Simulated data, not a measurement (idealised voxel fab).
Process module in this document: voxel wiring stack
Cross-section cut: width 200 nm, square cells of 5 nm.
Reading order for cross-sections: top band down to bottom band. Underlying form: a grid of square cells. Band size: one or more rows of cells.
Within each band entry, the heights of the top and of the bottom of the band appear first, in that order and in nm; the materials of the band then follow from left to right, each with its corresponding width in nm. The designation "edge to edge" on a single material indicates that it fills the band from edge to edge; the designation "empty" indicates empty space.
Basically, 0 is our baseline, since under it the wafer straight out of the box is all one material. The bottom band has no lower end and keeps on going down, so it looks like "0 nm and below".
Think of "30->40" as a width that walks from the first number to the second as you go down the band, top row to bottom row, taking equal-sized steps from row to row.
Reading "changes: none" for a step: not a cell of the cross-section changed in it.
"Closed-off voids" - sealed voids, min. 8 cells, no opening to top; format: width x height at distance (distance from left edge; nm throughout).
Whatever follows a step's settings on its line is a remark the simulator itself makes about that step.
Regarding "overlay nm": on a step with a mask, it is the distance the mask lay to the right of its planned place; a negative value places it to the left.
### Process steps (planned)
- 1: RECEIVE with material Si
- 2: CONFORMAL_DEP with material SiO2, thk nm 10
- 3: DIRECTIONAL_DEP with material TiN, thk nm 5
- 4: DIRECTIONAL_DEP with material W, thk nm 15
- 5: DIRECTIONAL_DEP with material aC, thk nm 10
- 6: PATTERN with tone cover, mask id METAL_1, material resist, width nm 30, pitch nm 60, thk nm 25, overlay nm 0
- 7: DIRECTIONAL_ETCH with etch materials aC, depth nm 10
- 8: STRIP with etch materials resist
- 9: DIRECTIONAL_ETCH with etch materials W, depth nm 15
- 10: DIRECTIONAL_ETCH with etch materials TiN, depth nm 5
- 11: STRIP with etch materials aC
- 12: FILL_DEP with material lowk, thk nm 10
- 13: CMP with height nm 30
- 14: CONFORMAL_DEP with material SiCN, thk nm 5
- 15: DIRECTIONAL_DEP with material SiO2, thk nm 30
- 16: MASKED_ETCH with tone open, mask id METAL_2_HOLES, width nm 15, pitch nm 120, etch materials SiO2, depth nm 30, overlay nm 0
- 17: MASKED_ETCH with tone open, mask id METAL_2, width nm 30, pitch nm 60, etch materials SiO2, depth nm 15, overlay nm 0
- 18: MASKED_ETCH with tone open, mask id METAL_2, width nm 30, pitch nm 60, etch materials SiCN, depth nm 5, overlay nm 0
- 19: CONFORMAL_DEP with material TiN, thk nm 5
- 20: FILL_DEP with material Ru, thk nm 5
- 21: CMP with height nm 65
- 22: CONFORMAL_DEP with material SiCN, thk nm 5
- 23: DIRECTIONAL_DEP with material SiO2, thk nm 15
- 24: MASKED_ETCH with tone open, mask id PLUG_2, width nm 15, pitch nm 60, etch materials SiO2, depth nm 15, overlay nm 0
- 25: MASKED_ETCH with tone open, mask id PLUG_2, width nm 15, pitch nm 60, etch materials SiCN, depth nm 5, overlay nm 0
- 26: EPI with material Ru, thk nm 10
- 27: EPI with material Ru, thk nm 10
- 28: CONFORMAL_DEP with material SiN, thk nm 5
- 29: DIRECTIONAL_DEP with material SiO2, thk nm 25
- 30: PATTERN with tone open, mask id METAL_3, material resist, width nm 30, pitch nm 60, thk nm 20, overlay nm 0
- 31: DIRECTIONAL_ETCH with etch materials SiO2, depth nm 25
- 32: DIRECTIONAL_ETCH with etch materials SiN, depth nm 5
- 33: STRIP with etch materials resist
- 34: CONFORMAL_DEP with material TiN, thk nm 5
- 35: FILL_DEP with material Ru, thk nm 5
- 36: CMP with height nm 115
- 37: CONFORMAL_DEP with material SiN, thk nm 5
### Received-state cross-section, reflecting completion of step 1
    0 nm and below = Si edge to edge
    Closed-off voids: none
### Wafer cross-section at module end: first of two, run to plan
    120 nm to 115 nm = SiN edge to edge
    115 nm to 90 nm = SiO2 25 nm | TiN 5 nm | Ru 20 nm | TiN 5 nm | SiO2 30 nm | TiN 5 nm | Ru 20 nm | TiN 5 nm | SiO2 30 nm | TiN 5 nm | Ru 20 nm | TiN 5 nm | SiO2 25 nm
    90 nm to 85 nm = SiN 25 nm | TiN 30 nm | SiN 30 nm | TiN 30 nm | SiN 30 nm | TiN 30 nm | SiN 25 nm
    85 nm to 70 nm = SiO2 25 nm | Ru 15 nm | SiO2 45 nm | Ru 15 nm | SiO2 45 nm | Ru 15 nm | SiO2 40 nm
    70 nm to 65 nm = SiCN 25 nm | Ru 15 nm | SiCN 45 nm | Ru 15 nm | SiCN 45 nm | Ru 15 nm | SiCN 40 nm
    65 nm to 55 nm = SiO2 25 nm | TiN 5 nm | Ru 20 nm | TiN 5 nm | SiO2 30 nm | TiN 5 nm | Ru 20 nm | TiN 5 nm | SiO2 30 nm | TiN 5 nm | Ru 20 nm | TiN 5 nm | SiO2 25 nm
    55 nm to 50 nm = SiO2 25 nm | TiN 5 nm | Ru 5 nm | TiN 20 nm | SiO2 30 nm | TiN 30 nm | SiO2 30 nm | TiN 5 nm | Ru 5 nm | TiN 20 nm | SiO2 25 nm
    50 nm to 35 nm = SiO2 25 nm | TiN 5 nm | Ru 5 nm | TiN 5 nm | SiO2 105 nm | TiN 5 nm | Ru 5 nm | TiN 5 nm | SiO2 40 nm
    35 nm to 30 nm = SiCN 25 nm | TiN 15 nm | SiCN 105 nm | TiN 15 nm | SiCN 40 nm
    30 nm to 15 nm = lowk 25 nm | W 30 nm | lowk 30 nm | W 30 nm | lowk 30 nm | W 30 nm | lowk 25 nm
    15 nm to 10 nm = lowk 25 nm | TiN 30 nm | lowk 30 nm | TiN 30 nm | lowk 30 nm | TiN 30 nm | lowk 25 nm
    10 nm to 0 nm = SiO2 edge to edge
    0 nm and below = Si edge to edge
    Closed-off voids: none
### Cross-sectional view of the second of two wafers upon completion of the module. This wafer shared its starting condition and process plan with the first; one error was made during its execution
    120 nm to 115 nm = SiN edge to edge
    115 nm to 100 nm = SiO2 25 nm | TiN 5 nm | Ru 20 nm | TiN 5 nm | SiO2 30 nm | TiN 5 nm | Ru 20 nm | TiN 5 nm | SiO2 30 nm | TiN 5 nm | Ru 20 nm | TiN 5 nm | SiO2 25 nm
    100 nm to 95 nm = SiO2 10 nm | SiN 15 nm | TiN 30 nm | SiO2 15 nm | SiN 15 nm | TiN 30 nm | SiO2 15 nm | SiN 15 nm | TiN 30 nm | SiO2 25 nm
    95 nm to 90 nm = SiO2 10 nm | SiN 5 nm | Ru 35 nm | SiN 5 nm | SiO2 15 nm | SiN 5 nm | Ru 35 nm | SiN 5 nm | SiO2 15 nm | SiN 5 nm | Ru 35 nm | SiN 5 nm | SiO2 25 nm
    90 nm to 85 nm = SiN 15 nm | Ru 35 nm | SiN 25 nm | Ru 35 nm | SiN 25 nm | Ru 35 nm | SiN 30 nm
    85 nm to 70 nm = SiO2 25 nm | Ru 15 nm | SiO2 45 nm | Ru 15 nm | SiO2 45 nm | Ru 15 nm | SiO2 40 nm
    70 nm to 65 nm = SiCN 25 nm | Ru 15 nm | SiCN 45 nm | Ru 15 nm | SiCN 45 nm | Ru 15 nm | SiCN 40 nm
    65 nm to 55 nm = SiO2 25 nm | TiN 5 nm | Ru 20 nm | TiN 5 nm | SiO2 30 nm | TiN 5 nm | Ru 20 nm | TiN 5 nm | SiO2 30 nm | TiN 5 nm | Ru 20 nm | TiN 5 nm | SiO2 25 nm
    55 nm to 50 nm = SiO2 25 nm | TiN 5 nm | Ru 5 nm | TiN 20 nm | SiO2 30 nm | TiN 30 nm | SiO2 30 nm | TiN 5 nm | Ru 5 nm | TiN 20 nm | SiO2 25 nm
    50 nm to 35 nm = SiO2 25 nm | TiN 5 nm | Ru 5 nm | TiN 5 nm | SiO2 105 nm | TiN 5 nm | Ru 5 nm | TiN 5 nm | SiO2 40 nm
    35 nm to 30 nm = SiCN 25 nm | TiN 15 nm | SiCN 105 nm | TiN 15 nm | SiCN 40 nm
    30 nm to 15 nm = lowk 25 nm | W 30 nm | lowk 30 nm | W 30 nm | lowk 30 nm | W 30 nm | lowk 25 nm
    15 nm to 10 nm = lowk 25 nm | TiN 30 nm | lowk 30 nm | TiN 30 nm | lowk 30 nm | TiN 30 nm | lowk 25 nm
    10 nm to 0 nm = SiO2 edge to edge
    0 nm and below = Si edge to edge
    Closed-off voids: none
What went wrong in running the wafer? one of steps 26 and 27 got run twice, and since they're all the same there's no telling which
Wrapping up, a cell-based count of both wafers puts the second over or under the first for these materials: 18 more of Ru | 12 more of SiN | 18 fewer of SiO2 | 12 fewer of TiN
